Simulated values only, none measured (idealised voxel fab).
Title: Process Module voxel self aligned contacts
The width of the displayed cross-section, cut, is 170 nm; its cells are square, with a size of 5 nm.
Heads up, the way a cross-section reads in here is a grid of square cells, handed over as bands from the top down, with every band being one or more rows of cells.
Top, bottom (nm), then materials left to right with widths (nm); lone material tagged "full width" fills the whole band edge to edge; "empty" = empty space.
Convention: height 0 is the level below which the wafer, as received, is all one material. The lowest band does not terminate at the bottom but continues downward, represented as "from 0 down".
You'd read "30->40" like this: the band's top row of cells is as wide as the first number, its bottom row is as wide as the second, and going down, every row changes width by the same amount as the row before did.
Reading "no modification" for a step: not a cell of the cross-section changed in it.
"Fully closed voids" means: voids of 8 cells or more that are shut off from the top with no open way through. Written width x height at distance, distance from the left edge, in nm.
Past the settings on a step's line: simulator remark, on that step.
overlay nm: how far to the right of its planned place the mask lay on this masked step (negative: to the left).

### The following list gives the planned process steps
1 RECEIVE [material Si]
2 OXIDIZE [depth nm 5]
3 DIRECTIONAL_DEP [material polySi] [thk nm 30]
4 DIRECTIONAL_DEP [material SiN] [thk nm 20]
5 PATTERN [tone cover] [mask id GATE] [material resist] [width nm 25] [pitch nm 50] [thk nm 20] [overlay nm 0]
6 DIRECTIONAL_ETCH [etch materials SiN] [depth nm 20]
7 DIRECTIONAL_ETCH [etch materials polySi] [depth nm 30]
8 STRIP [etch materials resist]
9 CONFORMAL_DEP [material SiN] [thk nm 5]
10 DIRECTIONAL_ETCH [etch materials SiN] [depth nm 5]
11 FILL_DEP [material SiO2] [thk nm 15]
12 CMP [height nm 55]
13 MASKED_ETCH [tone open] [mask id CONTACT] [width nm 35] [etch materials SiO2] [depth nm 60] [overlay nm 0]
14 CONFORMAL_DEP [material TiN] [thk nm 5]
15 FILL_DEP [material W] [thk nm 10]
16 CMP [height nm 55]
17 CONFORMAL_DEP [material SiCN] [thk nm 5]

### Wafer as received: cross-section following step 1
  from 0 down = Si full width
  Fully closed voids: none

### First of two wafers: cross-section at end of module, run per plan
  from 60 to 55 = SiCN full width
  from 55 to 50 = SiO2 65, TiN 15, W 5, TiN 15, SiO2 70
  from 50 to 30 = SiO2 40, SiN 35, TiN 5, W 5, TiN 5, SiN 35, SiO2 45
  from 30 to 0 = SiO2 40, SiN 5, polySi 25, SiN 5, TiN 5, W 5, TiN 5, SiN 5, polySi 25, SiN 5, SiO2 45
  from 0 to -5 = SiO2 75, TiN 15, SiO2 80
  from -5 down = Si full width
  Fully closed voids: none

### This cross-section belongs to the second wafer of two at the end of the module; the start and the plan were shared with the first, and the run included one mistake
  from 60 to 55 = SiCN full width
  from 55 to 50 = SiO2 65, TiN 15, W 5, TiN 15, SiO2 70
  from 50 to 30 = SiO2 40, SiN 35, TiN 5, W 5, TiN 5, SiN 35, SiO2 45
  from 30 to 10 = SiO2 40, SiN 5, polySi 25, SiN 5, TiN 5, W 5, TiN 5, SiN 5, polySi 25, SiN 5, SiO2 45
  from 10 to 5 = SiO2 40, SiN 5, polySi 25, SiN 5, TiN 15, SiN 5, polySi 25, SiN 5, SiO2 45
  from 5 to 0 = SiN 45, polySi 25, SiN 25, polySi 25, SiN 50
  from 0 to -5 = SiO2 full width
  from -5 down = Si full width
  Fully closed voids: none
It is concluded that the wafer was processed incorrectly with respect to the plan, in that steps 9 and 10 of the plan were each performed in the slot designated for the other
At the finish, the second wafer shows more or fewer cells for some materials than the first does: SiN: 20 more | SiO2: 14 fewer | TiN: 4 fewer | W: 2 fewer
